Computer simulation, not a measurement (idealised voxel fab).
process module | voxel capacitor over wiring
cross-section cut | 170 nm wide | cells 5 nm
A cross-section is a grid of square cells, given in bands from the top down. A band is one or more rows of cells.
Each band's line starts with the height of the band's top and of its bottom, in nm. Then come its materials from left to right, each with its width in nm. One material with "throughout" fills the band from edge to edge. "air" is empty space.
Height 0 is the level under which the wafer as received is all one material. The lowest band goes on downwards, as in "0 down".
A width such as "30 to 40" changes by the same amount from each row of cells to the next, from the band's top row to its bottom row.
"no change" after a step means that no cell of the cross-section changed.
closed voids: empty space of 8 cells or more with no open way to the top, each as width x height at its distance from the left edge, in nm
after a step's settings: what the simulator itself notes on the step
overlay nm, on a step with a mask: how far to the right of its planned place the mask lay; to the left if negative
plan
1 op RECEIVE | material Si
2 op CONFORMAL_DEP | material SiO2 | thk nm 10
3 op CONFORMAL_DEP | material SiCN | thk nm 5
4 op DIRECTIONAL_DEP | material SiO2 | thk nm 25
5 op DIRECTIONAL_DEP | material aC | thk nm 15
6 op PATTERN | tone open | mask id METAL_1 | material resist | width nm 30 | pitch nm 85 | thk nm 35 | overlay nm 0
7 op DIRECTIONAL_ETCH | etch materials aC | depth nm 15
8 op STRIP | etch materials resist
9 op DIRECTIONAL_ETCH | etch materials SiO2 | depth nm 25
10 op DIRECTIONAL_ETCH | etch materials SiCN | depth nm 5
11 op STRIP | etch materials aC
12 op CONFORMAL_DEP | material TiN | thk nm 5
13 op FILL_DEP | material Ru | thk nm 10
14 op CMP | height nm 40
15 op CONFORMAL_DEP | material SiCN | thk nm 5
16 op DIRECTIONAL_DEP | material lowk | thk nm 15
17 op PATTERN | tone open | mask id PLUG_1 | material resist | width nm 15 | thk nm 20 | overlay nm 0
18 op DIRECTIONAL_ETCH | etch materials lowk | depth nm 15
19 op DIRECTIONAL_ETCH | etch materials SiCN | depth nm 5
20 op STRIP | etch materials resist
21 op CONFORMAL_DEP | material TiN | thk nm 5
22 op FILL_DEP | material Cu | thk nm 5
23 op CMP | height nm 60
24 op DIRECTIONAL_DEP | material TiN | thk nm 5
25 op DIRECTIONAL_DEP | material Al2O3 | thk nm 5
26 op DIRECTIONAL_DEP | material TiN | thk nm 10
27 op PATTERN | tone cover | mask id UPPER_PLATE | material resist | width nm 60 | thk nm 20 | overlay nm 0
28 op DIRECTIONAL_ETCH | etch materials TiN | depth nm 10
29 op DIRECTIONAL_ETCH | etch materials Al2O3 | depth nm 5
30 op STRIP | etch materials resist
31 op DIRECTIONAL_DEP | material aC | thk nm 10
32 op PATTERN | tone cover | mask id LOWER_PLATE | material resist | width nm 70 | thk nm 25 | overlay nm 0
33 op DIRECTIONAL_ETCH | etch materials aC | depth nm 10
34 op STRIP | etch materials resist
35 op DIRECTIONAL_ETCH | etch materials TiN | depth nm 5
36 op STRIP | etch materials aC
37 op FILL_DEP | material SiO2 | thk nm 20
38 op CMP | height nm 95
39 op DIRECTIONAL_DEP | material aC | thk nm 15
40 op PATTERN | tone open | mask id PLUG_2 | material resist | width nm 15 | thk nm 35 | overlay nm 0
41 op DIRECTIONAL_ETCH | etch materials aC | depth nm 15
42 op STRIP | etch materials resist
43 op DIRECTIONAL_ETCH | etch materials SiO2 | depth nm 15
44 op STRIP | etch materials aC
45 op CONFORMAL_DEP | material TiN | thk nm 5
46 op FILL_DEP | material Cu | thk nm 5
47 op CMP | height nm 95
48 op CONFORMAL_DEP | material SiN | thk nm 5
as received, after step 1
  0 down: Si throughout
  closed voids: none
a wafer at the end: this start, this plan, one mistake
  100 to 95: SiN throughout
  95 to 85: SiO2 50 | TiN 5 | lowk 5 | TiN 5 | SiO2 105
  85 to 80: SiO2 50 | TiN 15 | SiO2 105
  80 to 70: SiO2 40 | TiN 60 | SiO2 70
  70 to 65: SiO2 40 | Al2O3 60 | SiO2 70
  65 to 60: SiO2 35 | TiN 70 | SiO2 65
  60 to 45: lowk 40 | TiN 5 | Cu 5 | TiN 5 | lowk 115
  45 to 40: SiCN 40 | TiN 15 | SiCN 115
  40 to 15: SiO2 25 | TiN 5 | Ru 20 | TiN 5 | SiO2 55 | TiN 5 | Ru 20 | TiN 5 | SiO2 30
  15 to 10: SiCN 25 | TiN 30 | SiCN 55 | TiN 30 | SiCN 30
  10 to 0: SiO2 throughout
  0 down: Si throughout
  closed voids: none
what went wrong: step 46 ran as: op FILL_DEP | material lowk | thk nm 5
